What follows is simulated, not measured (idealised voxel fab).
Title: Process Module voxel gate over fins
Section cut is 215 nm wide and gridded with 5 nm square cells.
Cross-section = grid of square cells, listed top down in bands; band = one or more rows. Read a band's entry like this: the first values are the height of its top and the height of its bottom in nm, and what follows is the sequence of materials from left to right, each with its width in nm. Note that "air" is empty space, and that a single material marked "edge to edge" reaches across the band from edge to edge. Heights are expressed relative to 0, this being the level below which the as-received wafer comprises one material exclusively. The lowest band is unbounded in the downward direction and is denoted as in "z 0 and below". When a width is written as two numbers, as in "30->40", the first number is the width in the top row of cells of the band and the second is the width in its bottom row, and the width changes by the same amount from each row to the next. "left unchanged" -> step changed no cross-section cell. "Cavities, closed" enumerates empty spaces isolated from the top, with no open way to it, that contain at least 8 cells, giving each as width x height at distance from the left edge, all three in nm. Text after the settings on a step's line: the simulator's own remark on that step. The setting "overlay nm" may be written on the line of a step. When the step uses a mask, the value reports how far to the right of the planned place the mask lay, and a negative value reports that it lay to the left.
Process steps foreseen in the plan:
1 RECEIVE (material Si)
2 CONFORMAL_DEP (material SiN; thk nm 10)
3 DIRECTIONAL_DEP (material aC; thk nm 10)
4 PATTERN (tone cover; mask id FINS; material resist; width nm 15; pitch nm 45; thk nm 25; overlay nm -15)
5 DIRECTIONAL_ETCH (etch materials aC; depth nm 10)
6 STRIP (etch materials resist)
7 DIRECTIONAL_ETCH (etch materials SiN; depth nm 10)
8 DIRECTIONAL_ETCH (etch materials Si; depth nm 35)
9 STRIP (etch materials aC)
10 FILL_DEP (material SiO2; thk nm 15)
11 CMP (height nm 10)
12 SELECTIVE_ETCH (etch materials SiO2; depth nm 25)
13 STRIP (etch materials SiN)
14 CONFORMAL_DEP (material HfO2; thk nm 5)
15 CONFORMAL_DEP (material TiN; thk nm 5)
16 FILL_DEP (material W; thk nm 10)
17 CMP (height nm 15)
18 CONFORMAL_DEP (material SiCN; thk nm 10)
Wafers differ in overlay nm at step 4; plan lists the first wafer's value; identical starting state.
Cross-sectional view of the first of several wafers in the as-received condition, corresponding to the state following step 1:
> z 0 and below  Si edge to edge
> Cavities, closed: none
End of module: cross-section of the first of several wafers after step 18, the last step:
> z 25 to 15  SiCN edge to edge
> z 15 to 10  W edge to edge
> z 10 to 5  W 30 nm; TiN 35 nm; W 10 nm; TiN 35 nm; W 10 nm; TiN 35 nm; W 60 nm
> z 5 to 0  W 30 nm; TiN 5 nm; HfO2 25 nm; TiN 5 nm; W 10 nm; TiN 5 nm; HfO2 25 nm; TiN 5 nm; W 10 nm; TiN 5 nm; HfO2 25 nm; TiN 5 nm; W 60 nm
> z 0 to -5  W 30 nm; TiN 5 nm; HfO2 5 nm; Si 15 nm; HfO2 5 nm; TiN 5 nm; W 10 nm; TiN 5 nm; HfO2 5 nm; Si 15 nm; HfO2 5 nm; TiN 5 nm; W 10 nm; TiN 5 nm; HfO2 5 nm; Si 15 nm; HfO2 5 nm; TiN 5 nm; W 60 nm
> z -5 to -10  TiN 35 nm; HfO2 5 nm; Si 15 nm; HfO2 5 nm; TiN 20 nm; HfO2 5 nm; Si 15 nm; HfO2 5 nm; TiN 20 nm; HfO2 5 nm; Si 15 nm; HfO2 5 nm; TiN 65 nm
> z -10 to -15  HfO2 40 nm; Si 15 nm; HfO2 30 nm; Si 15 nm; HfO2 30 nm; Si 15 nm; HfO2 70 nm
> z -15 to -35  SiO2 40 nm; Si 15 nm; SiO2 30 nm; Si 15 nm; SiO2 30 nm; Si 15 nm; SiO2 70 nm
> z -35 and below  Si edge to edge
> Cavities, closed: none
The final wafer, sectioned at module end:
> z 25 to 15  SiCN edge to edge
> z 15 to 10  W edge to edge
> z 10 to 5  W 60 nm; TiN 35 nm; W 10 nm; TiN 35 nm; W 10 nm; TiN 35 nm; W 30 nm
> z 5 to 0  W 60 nm; TiN 5 nm; HfO2 25 nm; TiN 5 nm; W 10 nm; TiN 5 nm; HfO2 25 nm; TiN 5 nm; W 10 nm; TiN 5 nm; HfO2 25 nm; TiN 5 nm; W 30 nm
> z 0 to -5  W 60 nm; TiN 5 nm; HfO2 5 nm; Si 15 nm; HfO2 5 nm; TiN 5 nm; W 10 nm; TiN 5 nm; HfO2 5 nm; Si 15 nm; HfO2 5 nm; TiN 5 nm; W 10 nm; TiN 5 nm; HfO2 5 nm; Si 15 nm; HfO2 5 nm; TiN 5 nm; W 30 nm
> z -5 to -10  TiN 65 nm; HfO2 5 nm; Si 15 nm; HfO2 5 nm; TiN 20 nm; HfO2 5 nm; Si 15 nm; HfO2 5 nm; TiN 20 nm; HfO2 5 nm; Si 15 nm; HfO2 5 nm; TiN 35 nm
> z -10 to -15  HfO2 70 nm; Si 15 nm; HfO2 30 nm; Si 15 nm; HfO2 30 nm; Si 15 nm; HfO2 40 nm
> z -15 to -35  SiO2 70 nm; Si 15 nm; SiO2 30 nm; Si 15 nm; SiO2 30 nm; Si 15 nm; SiO2 40 nm
> z -35 and below  Si edge to edge
> Cavities, closed: none
Basically each wafer gets a line in the table, showing it at the end of the module: material by material, the cells it gained (+) or lost (-) since we got it, then its closed voids:
overlay nm -15, +61 HfO2, -238 Si, +86 SiCN, +136 SiO2, +61 TiN, +109 W, Cavities, closed: none
overlay nm -10, +61 HfO2, -238 Si, +86 SiCN, +136 SiO2, +61 TiN, +109 W, Cavities, closed: none
overlay nm -5, +61 HfO2, -238 Si, +86 SiCN, +136 SiO2, +61 TiN, +109 W, Cavities, closed: none
overlay nm 0, +61 HfO2, -238 Si, +86 SiCN, +136 SiO2, +61 TiN, +109 W, Cavities, closed: none
overlay nm 5, +61 HfO2, -238 Si, +86 SiCN, +136 SiO2, +61 TiN, +109 W, Cavities, closed: none
overlay nm 10, +61 HfO2, -238 Si, +86 SiCN, +136 SiO2, +61 TiN, +109 W, Cavities, closed: none
overlay nm 15, +61 HfO2, -238 Si, +86 SiCN, +136 SiO2, +61 TiN, +109 W, Cavities, closed: none
